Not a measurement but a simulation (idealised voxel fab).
Process module under the name voxel gate over fins
Square cell edge 5 nm, section width 235 nm, ID cut.
Throughout this document, each cross-section is represented as a grid of square cells and is presented as a sequence of bands enumerated from the top downward, where a band comprises one or more rows of cells. Heights first: top, then bottom, in nm. Then materials, left to right, each with a width in nm. "full width" on a single material: fills the band edge to edge. "empty": empty space. Ref level 0: as-received wafer is one material below here. Bottom band extends down with no lower bound ("0 nm and below"). Top row gets the first number, bottom row gets the second, and each row in between changes by the same step: that is how a band width like "30 to 40" works. Take "identical to before" at face value: in the step it is given for, the cross-section changed in none of its cells. Reported under the label "Fully sealed voids" are the empty spaces having no open way to the top and comprising 8 cells or more; the notation for each is width x height at distance, in which the distance is measured from the left edge and all three values are in nm. On each step's line, the part that comes after the settings is the simulator's own comment on the step. "overlay nm" denotes, for a step that has a mask, the displacement of the mask to the right of its planned place, with negative values corresponding to the left.
Here's what the planned process steps look like
1 RECEIVE with material Si
2 CONFORMAL_DEP with material SiN, thk nm 10
3 MASKED_ETCH with tone cover, mask id FINS, width nm 15, pitch nm 50, etch materials SiN, depth nm 10, overlay nm 0
4 MASKED_ETCH with tone cover, mask id FINS, width nm 15, pitch nm 50, etch materials Si, depth nm 30, overlay nm 0
5 OXIDIZE with depth nm 5
6 FILL_DEP with material SiO2, thk nm 10
7 CMP with height nm 10
8 PATTERN with tone open, mask id RAIL, material resist, width nm 15, thk nm 15, overlay nm 0
9 DIRECTIONAL_ETCH with etch materials SiO2, depth nm 35
10 STRIP with etch materials resist
11 CONFORMAL_DEP with material TiN, thk nm 5
12 FILL_DEP with material W, thk nm 5
13 CMP with height nm 10
14 SELECTIVE_ETCH with etch materials W Ru TiN, depth nm 30
15 FILL_DEP with material SiO2, thk nm 5
16 CMP with height nm 10
17 SELECTIVE_ETCH with etch materials SiO2, depth nm 20
18 STRIP with etch materials SiN
19 CONFORMAL_DEP with material HfO2, thk nm 5
20 CONFORMAL_DEP with material TiN, thk nm 5
21 CONFORMAL_DEP with material TiAl, thk nm 5
22 CONFORMAL_DEP with material TiN, thk nm 5
23 FILL_DEP with material W, thk nm 10
24 CMP with height nm 25
25 CONFORMAL_DEP with material SiN, thk nm 5
Cross-section of the wafer as it came to us, i.e., already through step 1
	0 nm and below  Si full width
	Fully sealed voids: none
The following cross-section depicts the wafer upon conclusion of the module. Processing commenced from the starting condition illustrated above and adhered to the plan illustrated above, save for one mistake in execution
	30 nm to 25 nm  SiN full width
	25 nm to 20 nm  W full width
	20 nm to 15 nm  TiN full width
	15 nm to 10 nm  TiAl full width
	10 nm to 5 nm  TiN full width
	5 nm to 0 nm  HfO2 full width
	0 nm to -20 nm  SiO2 (40)  Si (5)  SiO2 (45)  Si (5)  SiO2 (45)  Si (5)  SiO2 (45)  Si (5)  SiO2 (40)
	-20 nm to -25 nm  SiO2 (40)  Si (5)  SiO2 (15)  TiN (15)  SiO2 (15)  Si (5)  SiO2 (45)  Si (5)  SiO2 (45)  Si (5)  SiO2 (40)
	-25 nm to -35 nm  SiO2 (40)  Si (5)  SiO2 (45)  Si (5)  SiO2 (45)  Si (5)  SiO2 (45)  Si (5)  SiO2 (40)
	-35 nm and below  Si full width
	Fully sealed voids: none
Heads up, the wafer didn't run the way we planned it: note that step 17 departed from the planned setting and was carried out as SELECTIVE_ETCH with etch materials SiO2, depth nm 10
